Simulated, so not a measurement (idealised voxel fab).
Module name: voxel transistor to metal (process module)
Section shown: cut. Width: 150 nm. Cell size: 5 nm, square.
Notation: cross-section as square-cell grid; stated in bands, top first, going down; one or more cell rows per band. The band entry comprises the height of the band's top followed by the height of its bottom, expressed in nm, and subsequently the band's materials from left to right, each stated together with its width in nm. Where a single material is marked with the word "edge to edge", that material fills the band from edge to edge. The word "empty" represents empty space. Note: height 0 marks the level under which the wafer is uniformly one material as received. Lowest band unbounded below, written "0..down". So if you see something like "30..40" for the width, read it as the top row of the band sitting at the first number and the bottom row at the second, with every row in between moving by the same amount as the last. "nothing got changed" (step): cross-section cells unchanged, all of them. Reported under the label "Tabulated closed voids" are the empty spaces having no open way to the top and comprising 8 cells or more; the notation for each is width x height at distance, in which the distance is measured from the left edge and all three values are in nm. Whatever follows a step's settings on its line is a remark the simulator itself makes about that step. Steps that use a mask can have "overlay nm" on their line. It says how far the mask sat to the right of where it was meant to be. Negative means to the left. Layout of what follows: cross-section pairs, each bracketing one process step, the after cross-section shown only to the lowest band that changed, the step between and its settings noted under each pair. Pairs may originate in different runs of this module on the same starting wafer; a pair continues from the pair above only where its entry headed "Pre-step cross-section" says so.
[Pre-step cross-section]
    0..down | Si edge to edge
    Tabulated closed voids: none
[Post-Step Geometry]
    0..-5 | SiO2 edge to edge
    Note: structure below -5 unchanged.
    Tabulated closed voids: none
Going from one cross-section above to the next, the wafer undergoes op OXIDIZE | depth nm 5
Pre-step cross-section: the after view from the pair directly above serves as the before view here.
[Post-Step Geometry]
    15..0 | SiN edge to edge
    Note: structure below 0 unchanged.
    Tabulated closed voids: none
Going from one cross-section above to the next, the wafer undergoes op CONFORMAL_DEP | material SiN | thk nm 15
Pre-step cross-section: the after view from the pair directly above serves as the before view here.
[Post-Step Geometry]
    15..0 | 20 empty  105 SiN  25 empty
    Note: structure below 0 unchanged.
    Tabulated closed voids: none
Going from one cross-section above to the next, the wafer undergoes op MASKED_ETCH | tone cover | mask id ACTIVE | width nm 105 | etch materials SiN | depth nm 15 | overlay nm 0
Pre-step cross-section: the after view from the pair directly above serves as the before view here.
[Post-Step Geometry]
    15..0 | 20 empty  105 SiN  25 empty
    0..-5 | 20 empty  105 SiO2  25 empty
    Note: structure below -5 unchanged.
    Tabulated closed voids: none
Going from one cross-section above to the next, the wafer undergoes op MASKED_ETCH | tone cover | mask id ACTIVE | width nm 105 | etch materials SiO2 | depth nm 5 | overlay nm 0
Pre-step cross-section: the after view from the pair directly above serves as the before view here.
[Post-Step Geometry]
    15..0 | 20 empty  105 SiN  25 empty
    0..-5 | 20 empty  105 SiO2  25 empty
    -5..-40 | 20 empty  105 Si  25 empty
    Note: structure below -40 unchanged.
    Tabulated closed voids: none
Going from one cross-section above to the next, the wafer undergoes op MASKED_ETCH | tone cover | mask id ACTIVE | width nm 105 | etch materials Si | depth nm 35 | overlay nm 0
Pre-step cross-section: the after view from the pair directly above serves as the before view here.
[Post-Step Geometry]
    15..0 | 20 empty  105 SiN  25 empty
    0..-5 | 20 empty  105 SiO2  25 empty
    -5..-40 | 20 empty  5 SiO2  95 Si  5 SiO2  25 empty
    -40..-45 | 25 SiO2  95 Si  30 SiO2
    Note: structure below -45 unchanged.
    Tabulated closed voids: none
Going from one cross-section above to the next, the wafer undergoes op OXIDIZE | depth nm 5
Pre-step cross-section: the after view from the pair directly above serves as the before view here.
[Post-Step Geometry]
    20..15 | SiO2 edge to edge
    15..0 | 20 SiO2  105 SiN  25 SiO2
    0..-5 | SiO2 edge to edge
    -5..-45 | 25 SiO2  95 Si  30 SiO2
    Note: structure below -45 unchanged.
    Tabulated closed voids: none
Going from one cross-section above to the next, the wafer undergoes op FILL_DEP | material SiO2 | thk nm 5
Pre-step cross-section: the after view from the pair directly above serves as the before view here.
[Post-Step Geometry]
    15..0 | 20 SiO2  105 SiN  25 SiO2
    Note: structure below 0 unchanged.
    Tabulated closed voids: none
Going from one cross-section above to the next, the wafer undergoes op CMP | height nm 15
Pre-step cross-section: the after view from the pair directly above serves as the before view here.
[Post-Step Geometry]
    15..5 | 20 empty  105 SiN  25 empty
    Note: structure below 5 unchanged.
    Tabulated closed voids: none
Going from one cross-section above to the next, the wafer undergoes op SELECTIVE_ETCH | etch materials SiO2 | depth nm 10
Pre-step cross-section: the after view from the pair directly above serves as the before view here.
[Post-Step Geometry]
    5..0 | 20 SiO2  105 empty  25 SiO2
    Note: structure below 0 unchanged.
    Tabulated closed voids: none
Going from one cross-section above to the next, the wafer undergoes op STRIP | etch materials SiN
Pre-step cross-section: the after view from the pair directly above serves as the before view here.
[Post-Step Geometry]
    0..-5 | 15 SiO2  115 empty  20 SiO2
    Note: structure below -5 unchanged.
    Tabulated closed voids: none
Going from one cross-section above to the next, the wafer undergoes op SELECTIVE_ETCH | etch materials SiO2 | depth nm 5
Pre-step cross-section: the after view from the pair directly above serves as the before view here.
[Post-Step Geometry]
    0..-5 | 15 SiO2  115 empty  20 SiO2
    -5..-10 | SiO2 edge to edge
    Note: structure below -10 unchanged.
    Tabulated closed voids: none
Going from one cross-section above to the next, the wafer undergoes op OXIDIZE | depth nm 5
Pre-step cross-section: the after view from the pair directly above serves as the before view here.
[Post-Step Geometry]
    20..15 | 15 polySi  115 empty  20 polySi
    15..0 | polySi edge to edge
    0..-5 | 15 SiO2  115 polySi  20 SiO2
    Note: structure below -5 unchanged.
    Tabulated closed voids: none
Going from one cross-section above to the next, the wafer undergoes op DIRECTIONAL_DEP | material polySi | thk nm 20
Pre-step cross-section: the after view from the pair directly above serves as the before view here.
[Post-Step Geometry]
    30..25 | 15 SiCN  115 empty  20 SiCN
    25..20 | SiCN edge to edge
    20..15 | 15 polySi  115 SiCN  20 polySi
    Note: structure below 15 unchanged.
    Tabulated closed voids: none
Going from one cross-section above to the next, the wafer undergoes op DIRECTIONAL_DEP | material SiCN | thk nm 10
Pre-step cross-section: the after view from the pair directly above serves as the before view here.
[Post-Step Geometry]
    25..20 | 60 empty  25 SiCN  65 empty
    20..15 | 15 polySi  45 empty  25 SiCN  45 empty  20 polySi
    Note: structure below 15 unchanged.
    Tabulated closed voids: none
Going from one cross-section above to the next, the wafer undergoes op MASKED_ETCH | tone cover | mask id GATE | width nm 25 | etch materials SiCN | depth nm 20 | overlay nm 0
Pre-step cross-section: the after view from the pair directly above serves as the before view here.
[Post-Step Geometry]
    25..15 | 60 empty  25 SiCN  65 empty
    15..0 | 60 empty  25 polySi  65 empty
    0..-5 | 15 SiO2  45 empty  25 polySi  45 empty  20 SiO2
    Note: structure below -5 unchanged.
    Tabulated closed voids: none
Going from one cross-section above to the next, the wafer undergoes op MASKED_ETCH | tone cover | mask id GATE | width nm 25 | etch materials polySi | depth nm 30 | overlay nm 0
Pre-step cross-section: the after view from the pair directly above serves as the before view here.
[Post-Step Geometry]
    35..25 | 50 empty  45 SiN  55 empty
    25..15 | 50 empty  10 SiN  25 SiCN  10 SiN  55 empty
    15..10 | 50 empty  10 SiN  25 polySi  10 SiN  55 empty
    10..5 | 25 SiN  25 empty  10 SiN  25 polySi  10 SiN  25 empty  30 SiN
    5..0 | 60 SiN  25 polySi  65 SiN
    0..-5 | 15 SiO2  45 SiN  25 polySi  45 SiN  20 SiO2
    Note: structure below -5 unchanged.
    Tabulated closed voids: none
Going from one cross-section above to the next, the wafer undergoes op CONFORMAL_DEP | material SiN | thk nm 10
Pre-step cross-section: the after view from the pair directly above serves as the before view here.
[Post-Step Geometry]
    25..15 | 50 empty  10 SiN  25 SiCN  10 SiN  55 empty
    15..0 | 50 empty  10 SiN  25 polySi  10 SiN  55 empty
    0..-5 | 15 SiO2  10 SiN  25 empty  10 SiN  25 polySi  10 SiN  25 empty  10 SiN  20 SiO2
    Note: structure below -5 unchanged.
    Tabulated closed voids: none
Going from one cross-section above to the next, the wafer undergoes op DIRECTIONAL_ETCH | etch materials SiN | depth nm 10
Pre-step cross-section: the after view from the pair directly above serves as the before view here.
[Post-Step Geometry]
    25..15 | 50 empty  10 SiN  25 SiCN  10 SiN  55 empty
    15..0 | 50 empty  10 SiN  25 polySi  10 SiN  55 empty
    0..-5 | 15 empty  10 SiN  25 empty  10 SiN  25 polySi  10 SiN  25 empty  10 SiN  20 empty
    -5..-10 | 25 SiO2  25 empty  45 SiO2  25 empty  30 SiO2
    Note: structure below -10 unchanged.
    Tabulated closed voids: none
Going from one cross-section above to the next, the wafer undergoes op DIRECTIONAL_ETCH | etch materials SiO2 | depth nm 5
Pre-step cross-section: the after view from the pair directly above serves as the before view here.
[Post-Step Geometry]
    25..15 | 50 empty  10 SiN  25 SiCN  10 SiN  55 empty
    15..0 | 50 empty  10 SiN  25 polySi  10 SiN  55 empty
    0..-5 | 15 empty  10 SiN  25 empty  10 SiN  25 polySi  10 SiN  25 empty  10 SiN  20 empty
    -5..-10 | 25 SiO2  25 empty  45 SiO2  25 empty  30 SiO2
    -10..-25 | 25 SiO2  25 empty  45 Si  25 empty  30 SiO2
    Note: structure below -25 unchanged.
    Tabulated closed voids: none
Going from one cross-section above to the next, the wafer undergoes op DIRECTIONAL_ETCH | etch materials Si | depth nm 15
Pre-step cross-section: the after view from the pair directly above serves as the before view here.
[Post-Step Geometry]
    25..15 | 50 empty  10 SiN  25 SiCN  10 SiN  55 empty
    15..5 | 50 empty  10 SiN  25 polySi  10 SiN  55 empty
    5..0 | 35 empty  15 nSi  10 SiN  25 polySi  10 SiN  15 nSi  40 empty
    0..-5 | 15 empty  10 SiN  10 empty  15 nSi  10 SiN  25 polySi  10 SiN  15 nSi  10 empty  10 SiN  20 empty
    -5..-10 | 25 SiO2  10 empty  15 nSi  45 SiO2  15 nSi  10 empty  30 SiO2
    -10..-25 | 25 SiO2  25 nSi  45 Si  25 nSi  30 SiO2
    Note: structure below -25 unchanged.
    Tabulated closed voids: none
Going from one cross-section above to the next, the wafer undergoes op EPI | material nSi | thk nm 15
Pre-step cross-section: the after view from the pair directly above serves as the before view here.
[Post-Step Geometry]
    35..25 | SiO2 edge to edge
    25..15 | 50 SiO2  10 SiN  25 SiCN  10 SiN  55 SiO2
    15..5 | 50 SiO2  10 SiN  25 polySi  10 SiN  55 SiO2
    5..0 | 35 SiO2  15 nSi  10 SiN  25 polySi  10 SiN  15 nSi  40 SiO2
    0..-5 | 15 SiO2  10 SiN  10 SiO2  15 nSi  10 SiN  25 polySi  10 SiN  15 nSi  10 SiO2  10 SiN  20 SiO2
    -5..-10 | 35 SiO2  15 nSi  45 SiO2  15 nSi  40 SiO2
    Note: structure below -10 unchanged.
    Tabulated closed voids: none
Going from one cross-section above to the next, the wafer undergoes op FILL_DEP | material SiO2 | thk nm 10
Pre-step cross-section: the after view from the pair directly above serves as the before view here.
[Post-Step Geometry]
    25..15 | 50 SiO2  10 SiN  25 SiCN  10 SiN  55 SiO2
    Note: structure below 15 unchanged.
    Tabulated closed voids: none
Going from one cross-section above to the next, the wafer undergoes op CMP | height nm 25
Pre-step cross-section: the after view from the pair directly above serves as the before view here.
[Post-Step Geometry]
    40..25 | SiO2 edge to edge
    Note: structure below 25 unchanged.
    Tabulated closed voids: none
Going from one cross-section above to the next, the wafer undergoes op DIRECTIONAL_DEP | material SiO2 | thk nm 15
Pre-step cross-section: the after view from the pair directly above serves as the before view here.
[Post-Step Geometry]
    55..40 | 25 resist  15 empty  65 resist  15 empty  30 resist
    Note: structure below 40 unchanged.
    Tabulated closed voids: none
Going from one cross-section above to the next, the wafer undergoes op PATTERN | tone open | mask id CONTACT | material resist | width nm 15 | pitch nm 80 | thk nm 15 | overlay nm 0
Pre-step cross-section: the after view from the pair directly above serves as the before view here.
[Post-Step Geometry]
    55..40 | 25 resist  15 empty  65 resist  15 empty  30 resist
    40..25 | 25 SiO2  15 empty  65 SiO2  15 empty  30 SiO2
    25..15 | 25 SiO2  15 empty  10 SiO2  10 SiN  25 SiCN  10 SiN  10 SiO2  15 empty  30 SiO2
    15..5 | 25 SiO2  15 empty  10 SiO2  10 SiN  25 polySi  10 SiN  10 SiO2  15 empty  30 SiO2
    5..0 | 25 SiO2  10 empty  15 nSi  10 SiN  25 polySi  10 SiN  15 nSi  10 empty  30 SiO2
    0..-5 | 15 SiO2  10 SiN  10 empty  15 nSi  10 SiN  25 polySi  10 SiN  15 nSi  10 empty  10 SiN  20 SiO2
    -5..-10 | 25 SiO2  10 empty  15 nSi  45 SiO2  15 nSi  10 empty  30 SiO2
    Note: structure below -10 unchanged.
    Tabulated closed voids: none
Going from one cross-section above to the next, the wafer undergoes op DIRECTIONAL_ETCH | etch materials SiO2 | depth nm 50
Pre-step cross-section: the after view from the pair directly above serves as the before view here.
[Post-Step Geometry]
    40..25 | 25 SiO2  15 empty  65 SiO2  15 empty  30 SiO2
    Note: structure below 25 unchanged.
    Tabulated closed voids: none
Going from one cross-section above to the next, the wafer undergoes op STRIP | etch materials resist
Pre-step cross-section: the after view from the pair directly above serves as the before view here.
[Post-Step Geometry]
    45..40 | 30 TiN  5 empty  75 TiN  5 empty  35 TiN
    40..25 | 25 SiO2  5 TiN  5 empty  5 TiN  65 SiO2  5 TiN  5 empty  5 TiN  30 SiO2
    25..15 | 25 SiO2  5 TiN  5 empty  5 TiN  10 SiO2  10 SiN  25 SiCN  10 SiN  10 SiO2  5 TiN  5 empty  5 TiN  30 SiO2
    15..10 | 25 SiO2  5 TiN  5 empty  5 TiN  10 SiO2  10 SiN  25 polySi  10 SiN  10 SiO2  5 TiN  5 empty  5 TiN  30 SiO2
    10..5 | 25 SiO2  15 TiN  10 SiO2  10 SiN  25 polySi  10 SiN  10 SiO2  15 TiN  30 SiO2
    5..0 | 25 SiO2  10 TiN  15 nSi  10 SiN  25 polySi  10 SiN  15 nSi  10 TiN  30 SiO2
    0..-5 | 15 SiO2  10 SiN  10 TiN  15 nSi  10 SiN  25 polySi  10 SiN  15 nSi  10 TiN  10 SiN  20 SiO2
    -5..-10 | 25 SiO2  10 TiN  15 nSi  45 SiO2  15 nSi  10 TiN  30 SiO2
    Note: structure below -10 unchanged.
    Tabulated closed voids: none
Going from one cross-section above to the next, the wafer undergoes op CONFORMAL_DEP | material TiN | thk nm 5
Pre-step cross-section: the after view from the pair directly above serves as the before view here.
[Post-Step Geometry]
    55..45 | W edge to edge
    45..40 | 30 TiN  5 W  75 TiN  5 W  35 TiN
    40..25 | 25 SiO2  5 TiN  5 W  5 TiN  65 SiO2  5 TiN  5 W  5 TiN  30 SiO2
    25..15 | 25 SiO2  5 TiN  5 W  5 TiN  10 SiO2  10 SiN  25 SiCN  10 SiN  10 SiO2  5 TiN  5 W  5 TiN  30 SiO2
    15..10 | 25 SiO2  5 TiN  5 W  5 TiN  10 SiO2  10 SiN  25 polySi  10 SiN  10 SiO2  5 TiN  5 W  5 TiN  30 SiO2
    Note: structure below 10 unchanged.
    Tabulated closed voids: none
Going from one cross-section above to the next, the wafer undergoes op FILL_DEP | material W | thk nm 10
Pre-step cross-section: the after view from the pair directly above serves as the before view here.
[Post-Step Geometry]
    40..25 | 25 SiO2  5 TiN  5 W  5 TiN  65 SiO2  5 TiN  5 W  5 TiN  30 SiO2
    Note: structure below 25 unchanged.
    Tabulated closed voids: none
Going from one cross-section above to the next, the wafer undergoes op CMP | height nm 40
Pre-step cross-section: the after view from the pair directly above serves as the before view here.
[Post-Step Geometry]
    45..40 | SiN edge to edge
    Note: structure below 40 unchanged.
    Tabulated closed voids: none
Going from one cross-section above to the next, the wafer undergoes op CONFORMAL_DEP | material SiN | thk nm 5
Pre-step cross-section: the after view from the pair directly above serves as the before view here.
[Post-Step Geometry]
    70..45 | lowk edge to edge
    Note: structure below 45 unchanged.
    Tabulated closed voids: none
Going from one cross-section above to the next, the wafer undergoes op DIRECTIONAL_DEP | material lowk | thk nm 25
Pre-step cross-section: the after view from the pair directly above serves as the before view here.
[Post-Step Geometry]
    80..70 | aC edge to edge
    Note: structure below 70 unchanged.
    Tabulated closed voids: none
Going from one cross-section above to the next, the wafer undergoes op DIRECTIONAL_DEP | material aC | thk nm 10
Pre-step cross-section: the after view from the pair directly above serves as the before view here.
[Post-Step Geometry]
    105..80 | 25 resist  15 empty  65 resist  15 empty  30 resist
    Note: structure below 80 unchanged.
    Tabulated closed voids: none
Going from one cross-section above to the next, the wafer undergoes op PATTERN | tone open | mask id METAL_1 | material resist | width nm 15 | pitch nm 80 | thk nm 25 | overlay nm 0
Pre-step cross-section: the after view from the pair directly above serves as the before view here.
[Post-Step Geometry]
    95..80 | 25 resist  15 empty  65 resist  15 empty  30 resist
    80..70 | 25 aC  15 empty  65 aC  15 empty  30 aC
    Note: structure below 70 unchanged.
    Tabulated closed voids: none
Going from one cross-section above to the next, the wafer undergoes op DIRECTIONAL_ETCH | etch materials aC | depth nm 10
Pre-step cross-section: the after view from the pair directly above serves as the before view here.
[Post-Step Geometry]
    80..70 | 25 aC  15 empty  65 aC  15 empty  30 aC
    Note: structure below 70 unchanged.
    Tabulated closed voids: none
Going from one cross-section above to the next, the wafer undergoes op STRIP | etch materials resist
Pre-step cross-section: the after view from the pair directly above serves as the before view here.
[Post-Step Geometry]
    80..70 | 25 aC  15 empty  65 aC  15 empty  30 aC
    70..45 | 25 lowk  15 empty  65 lowk  15 empty  30 lowk
    Note: structure below 45 unchanged.
    Tabulated closed voids: none
Going from one cross-section above to the next, the wafer undergoes op DIRECTIONAL_ETCH | etch materials lowk | depth nm 25
Pre-step cross-section: the after view from the pair directly above serves as the before view here.
[Post-Step Geometry]
    80..70 | 25 aC  15 empty  65 aC  15 empty  30 aC
    70..45 | 25 lowk  15 empty  65 lowk  15 empty  30 lowk
    45..40 | 25 SiN  15 empty  65 SiN  15 empty  30 SiN
    Note: structure below 40 unchanged.
    Tabulated closed voids: none
Going from one cross-section above to the next, the wafer undergoes op DIRECTIONAL_ETCH | etch materials SiN | depth nm 5
Pre-step cross-section: the after view from the pair directly above serves as the before view here.
[Post-Step Geometry]
    70..45 | 25 lowk  15 empty  65 lowk  15 empty  30 lowk
    Note: structure below 45 unchanged.
    Tabulated closed voids: none
Going from one cross-section above to the next, the wafer undergoes op STRIP | etch materials aC
Pre-step cross-section: the after view from the pair directly above serves as the before view here.
[Post-Step Geometry]
    75..70 | 30 TiN  5 empty  75 TiN  5 empty  35 TiN
    70..45 | 25 lowk  5 TiN  5 empty  5 TiN  65 lowk  5 TiN  5 empty  5 TiN  30 lowk
    45..40 | 25 SiN  15 TiN  65 SiN  15 TiN  30 SiN
    Note: structure below 40 unchanged.
    Tabulated closed voids: none
Going from one cross-section above to the next, the wafer undergoes op CONFORMAL_DEP | material TiN | thk nm 5
Pre-step cross-section: the after view from the pair directly above serves as the before view here.
[Post-Step Geometry]
    80..75 | Cu edge to edge
    75..70 | 30 TiN  5 Cu  75 TiN  5 Cu  35 TiN
    70..45 | 25 lowk  5 TiN  5 Cu  5 TiN  65 lowk  5 TiN  5 Cu  5 TiN  30 lowk
    Note: structure below 45 unchanged.
    Tabulated closed voids: none
Going from one cross-section above to the next, the wafer undergoes op FILL_DEP | material Cu | thk nm 5
Pre-step cross-section: the after view from the pair directly above serves as the before view here.
[Post-Step Geometry]
    70..45 | 25 lowk  5 TiN  5 Cu  5 TiN  65 lowk  5 TiN  5 Cu  5 TiN  30 lowk
    Note: structure below 45 unchanged.
    Tabulated closed voids: none
Going from one cross-section above to the next, the wafer undergoes op CMP | height nm 70
Pre-step cross-section: the after view from the pair directly above serves as the before view here.
[Post-Step Geometry]
    75..70 | SiN edge to edge
    Note: structure below 70 unchanged.
    Tabulated closed voids: none
Going from one cross-section above to the next, the wafer undergoes op CONFORMAL_DEP | material SiN | thk nm 5
[Pre-step cross-section]
    55..45 | W edge to edge
    45..40 | 30 TiN  5 W  75 TiN  5 W  35 TiN
    40..25 | 25 SiO2  5 TiN  5 W  5 TiN  65 SiO2  5 TiN  5 W  5 TiN  30 SiO2
    25..15 | 25 SiO2  5 TiN  5 W  5 TiN  10 SiO2  10 SiN  25 SiCN  10 SiN  10 SiO2  5 TiN  5 W  5 TiN  30 SiO2
    15..10 | 25 SiO2  5 TiN  5 W  5 TiN  10 SiO2  10 SiN  25 polySi  10 SiN  10 SiO2  5 TiN  5 W  5 TiN  30 SiO2
    10..5 | 25 SiO2  15 TiN  10 SiO2  10 SiN  25 polySi  10 SiN  10 SiO2  15 TiN  30 SiO2
    5..0 | 25 SiO2  10 TiN  15 nSi  10 SiN  25 polySi  10 SiN  15 nSi  10 TiN  30 SiO2
    0..-5 | 15 SiO2  10 SiN  10 TiN  15 nSi  10 SiN  25 polySi  10 SiN  15 nSi  10 TiN  10 SiN  20 SiO2
    -5..-10 | 25 SiO2  10 TiN  15 nSi  45 SiO2  15 nSi  10 TiN  30 SiO2
    -10..-25 | 25 SiO2  25 nSi  45 Si  25 nSi  30 SiO2
    -25..-45 | 25 SiO2  95 Si  30 SiO2
    -45..down | Si edge to edge
    Tabulated closed voids: none
[Post-Step Geometry]
    60..55 | SiN edge to edge
    Note: structure below 55 unchanged.
    Tabulated closed voids: none
Going from one cross-section above to the next, the wafer undergoes op CONFORMAL_DEP | material SiN | thk nm 5
Pre-step cross-section: the after view from the pair directly above serves as the before view here.
[Post-Step Geometry]
    85..60 | lowk edge to edge
    Note: structure below 60 unchanged.
    Tabulated closed voids: none
Going from one cross-section above to the next, the wafer undergoes op DIRECTIONAL_DEP | material lowk | thk nm 25
Pre-step cross-section: the after view from the pair directly above serves as the before view here.
[Post-Step Geometry]
    95..85 | aC edge to edge
    Note: structure below 85 unchanged.
    Tabulated closed voids: none
Going from one cross-section above to the next, the wafer undergoes op DIRECTIONAL_DEP | material aC | thk nm 10
Pre-step cross-section: the after view from the pair directly above serves as the before view here.
[Post-Step Geometry]
    120..95 | 25 resist  15 empty  65 resist  15 empty  30 resist
    Note: structure below 95 unchanged.
    Tabulated closed voids: none
Going from one cross-section above to the next, the wafer undergoes op PATTERN | tone open | mask id METAL_1 | material resist | width nm 15 | pitch nm 80 | thk nm 25 | overlay nm 0
Pre-step cross-section: the after view from the pair directly above serves as the before view here.
[Post-Step Geometry]
    110..95 | 25 resist  15 empty  65 resist  15 empty  30 resist
    95..85 | 25 aC  15 empty  65 aC  15 empty  30 aC
    Note: structure below 85 unchanged.
    Tabulated closed voids: none
Going from one cross-section above to the next, the wafer undergoes op DIRECTIONAL_ETCH | etch materials aC | depth nm 10
Pre-step cross-section: the after view from the pair directly above serves as the before view here.
[Post-Step Geometry]
    95..85 | 25 aC  15 empty  65 aC  15 empty  30 aC
    Note: structure below 85 unchanged.
    Tabulated closed voids: none
Going from one cross-section above to the next, the wafer undergoes op STRIP | etch materials resist
Pre-step cross-section: the after view from the pair directly above serves as the before view here.
[Post-Step Geometry]
    95..85 | 25 aC  15 empty  65 aC  15 empty  30 aC
    85..60 | 25 lowk  15 empty  65 lowk  15 empty  30 lowk
    Note: structure below 60 unchanged.
    Tabulated closed voids: none
Going from one cross-section above to the next, the wafer undergoes op DIRECTIONAL_ETCH | etch materials lowk | depth nm 25
Pre-step cross-section: the after view from the pair directly above serves as the before view here.
[Post-Step Geometry]
    95..85 | 25 aC  15 empty  65 aC  15 empty  30 aC
    85..60 | 25 lowk  15 empty  65 lowk  15 empty  30 lowk
    60..55 | 25 SiN  15 empty  65 SiN  15 empty  30 SiN
    Note: structure below 55 unchanged.
    Tabulated closed voids: none
Going from one cross-section above to the next, the wafer undergoes op DIRECTIONAL_ETCH | etch materials SiN | depth nm 5
Pre-step cross-section: the after view from the pair directly above serves as the before view here.
[Post-Step Geometry]
    85..60 | 25 lowk  15 empty  65 lowk  15 empty  30 lowk
    Note: structure below 60 unchanged.
    Tabulated closed voids: none
Going from one cross-section above to the next, the wafer undergoes op STRIP | etch materials aC
Pre-step cross-section: the after view from the pair directly above serves as the before view here.
[Post-Step Geometry]
    90..85 | 30 TiN  5 empty  75 TiN  5 empty  35 TiN
    85..60 | 25 lowk  5 TiN  5 empty  5 TiN  65 lowk  5 TiN  5 empty  5 TiN  30 lowk
    60..55 | 25 SiN  15 TiN  65 SiN  15 TiN  30 SiN
    Note: structure below 55 unchanged.
    Tabulated closed voids: none
Going from one cross-section above to the next, the wafer undergoes op CONFORMAL_DEP | material TiN | thk nm 5
Pre-step cross-section: the after view from the pair directly above serves as the before view here.
[Post-Step Geometry]
    95..90 | Cu edge to edge
    90..85 | 30 TiN  5 Cu  75 TiN  5 Cu  35 TiN
    85..60 | 25 lowk  5 TiN  5 Cu  5 TiN  65 lowk  5 TiN  5 Cu  5 TiN  30 lowk
    Note: structure below 60 unchanged.
    Tabulated closed voids: none
Going from one cross-section above to the next, the wafer undergoes op FILL_DEP | material Cu | thk nm 5
Pre-step cross-section: the after view from the pair directly above serves as the before view here.
[Post-Step Geometry]
    70..60 | 25 lowk  5 TiN  5 Cu  5 TiN  65 lowk  5 TiN  5 Cu  5 TiN  30 lowk
    Note: structure below 60 unchanged.
    Tabulated closed voids: none
Going from one cross-section above to the next, the wafer undergoes op CMP | height nm 70
Pre-step cross-section: the after view from the pair directly above serves as the before view here.
[Post-Step Geometry]
    75..70 | SiN edge to edge
    Note: structure below 70 unchanged.
    Tabulated closed voids: none
Going from one cross-section above to the next, the wafer undergoes op CONFORMAL_DEP | material SiN | thk nm 5
[Pre-step cross-section]
    40..25 | SiO2 edge to edge
    25..15 | 50 SiO2  10 SiN  25 SiCN  10 SiN  55 SiO2
    15..5 | 50 SiO2  10 SiN  25 polySi  10 SiN  55 SiO2
    5..0 | 35 SiO2  15 nSi  10 SiN  25 polySi  10 SiN  15 nSi  40 SiO2
    0..-5 | 15 SiO2  10 SiN  10 SiO2  15 nSi  10 SiN  25 polySi  10 SiN  15 nSi  10 SiO2  10 SiN  20 SiO2
    -5..-10 | 35 SiO2  15 nSi  45 SiO2  15 nSi  40 SiO2
    -10..-25 | 25 SiO2  25 nSi  45 Si  25 nSi  30 SiO2
    -25..-45 | 25 SiO2  95 Si  30 SiO2
    -45..down | Si edge to edge
    Tabulated closed voids: none
[Post-Step Geometry]
    55..25 | SiO2 edge to edge
    Note: structure below 25 unchanged.
    Tabulated closed voids: none
Going from one cross-section above to the next, the wafer undergoes op DIRECTIONAL_DEP | material SiO2 | thk nm 15
Pre-step cross-section: the after view from the pair directly above serves as the before view here.
[Post-Step Geometry]
    70..55 | 25 resist  15 empty  65 resist  15 empty  30 resist
    Note: structure below 55 unchanged.
    Tabulated closed voids: none
Going from one cross-section above to the next, the wafer undergoes op PATTERN | tone open | mask id CONTACT | material resist | width nm 15 | pitch nm 80 | thk nm 15 | overlay nm 0
Pre-step cross-section: the after view from the pair directly above serves as the before view here.
[Post-Step Geometry]
    70..55 | 25 resist  15 empty  65 resist  15 empty  30 resist
    55..25 | 25 SiO2  15 empty  65 SiO2  15 empty  30 SiO2
    25..15 | 25 SiO2  15 empty  10 SiO2  10 SiN  25 SiCN  10 SiN  10 SiO2  15 empty  30 SiO2
    15..5 | 25 SiO2  15 empty  10 SiO2  10 SiN  25 polySi  10 SiN  10 SiO2  15 empty  30 SiO2
    Note: structure below 5 unchanged.
    Tabulated closed voids: none
Going from one cross-section above to the next, the wafer undergoes op DIRECTIONAL_ETCH | etch materials SiO2 | depth nm 50
Pre-step cross-section: the after view from the pair directly above serves as the before view here.
[Post-Step Geometry]
    55..25 | 25 SiO2  15 empty  65 SiO2  15 empty  30 SiO2
    Note: structure below 25 unchanged.
    Tabulated closed voids: none
Going from one cross-section above to the next, the wafer undergoes op STRIP | etch materials resist
Pre-step cross-section: the after view from the pair directly above serves as the before view here.
[Post-Step Geometry]
    60..55 | 30 TiN  5 empty  75 TiN  5 empty  35 TiN
    55..25 | 25 SiO2  5 TiN  5 empty  5 TiN  65 SiO2  5 TiN  5 empty  5 TiN  30 SiO2
    25..15 | 25 SiO2  5 TiN  5 empty  5 TiN  10 SiO2  10 SiN  25 SiCN  10 SiN  10 SiO2  5 TiN  5 empty  5 TiN  30 SiO2
    15..10 | 25 SiO2  5 TiN  5 empty  5 TiN  10 SiO2  10 SiN  25 polySi  10 SiN  10 SiO2  5 TiN  5 empty  5 TiN  30 SiO2
    10..5 | 25 SiO2  15 TiN  10 SiO2  10 SiN  25 polySi  10 SiN  10 SiO2  15 TiN  30 SiO2
    Note: structure below 5 unchanged.
    Tabulated closed voids: none
Going from one cross-section above to the next, the wafer undergoes op CONFORMAL_DEP | material TiN | thk nm 5
Pre-step cross-section: the after view from the pair directly above serves as the before view here.
[Post-Step Geometry]
    70..60 | W edge to edge
    60..55 | 30 TiN  5 W  75 TiN  5 W  35 TiN
    55..25 | 25 SiO2  5 TiN  5 W  5 TiN  65 SiO2  5 TiN  5 W  5 TiN  30 SiO2
    25..15 | 25 SiO2  5 TiN  5 W  5 TiN  10 SiO2  10 SiN  25 SiCN  10 SiN  10 SiO2  5 TiN  5 W  5 TiN  30 SiO2
    15..10 | 25 SiO2  5 TiN  5 W  5 TiN  10 SiO2  10 SiN  25 polySi  10 SiN  10 SiO2  5 TiN  5 W  5 TiN  30 SiO2
    Note: structure below 10 unchanged.
    Tabulated closed voids: none
Going from one cross-section above to the next, the wafer undergoes op FILL_DEP | material W | thk nm 10
Pre-step cross-section: the after view from the pair directly above serves as the before view here.
[Post-Step Geometry]
    40..25 | 25 SiO2  5 TiN  5 W  5 TiN  65 SiO2  5 TiN  5 W  5 TiN  30 SiO2
    Note: structure below 25 unchanged.
    Tabulated closed voids: none
Going from one cross-section above to the next, the wafer undergoes op CMP | height nm 40
Pre-step cross-section: the after view from the pair directly above serves as the before view here.
[Post-Step Geometry]
    45..40 | SiN edge to edge
    Note: structure below 40 unchanged.
    Tabulated closed voids: none
Going from one cross-section above to the next, the wafer undergoes op CONFORMAL_DEP | material SiN | thk nm 5
Pre-step cross-section: the after view from the pair directly above serves as the before view here.
[Post-Step Geometry]
    70..45 | lowk edge to edge
    Note: structure below 45 unchanged.
    Tabulated closed voids: none
Going from one cross-section above to the next, the wafer undergoes op DIRECTIONAL_DEP | material lowk | thk nm 25
Pre-step cross-section: the after view from the pair directly above serves as the before view here.
[Post-Step Geometry]
    80..70 | aC edge to edge
    Note: structure below 70 unchanged.
    Tabulated closed voids: none
Going from one cross-section above to the next, the wafer undergoes op DIRECTIONAL_DEP | material aC | thk nm 10
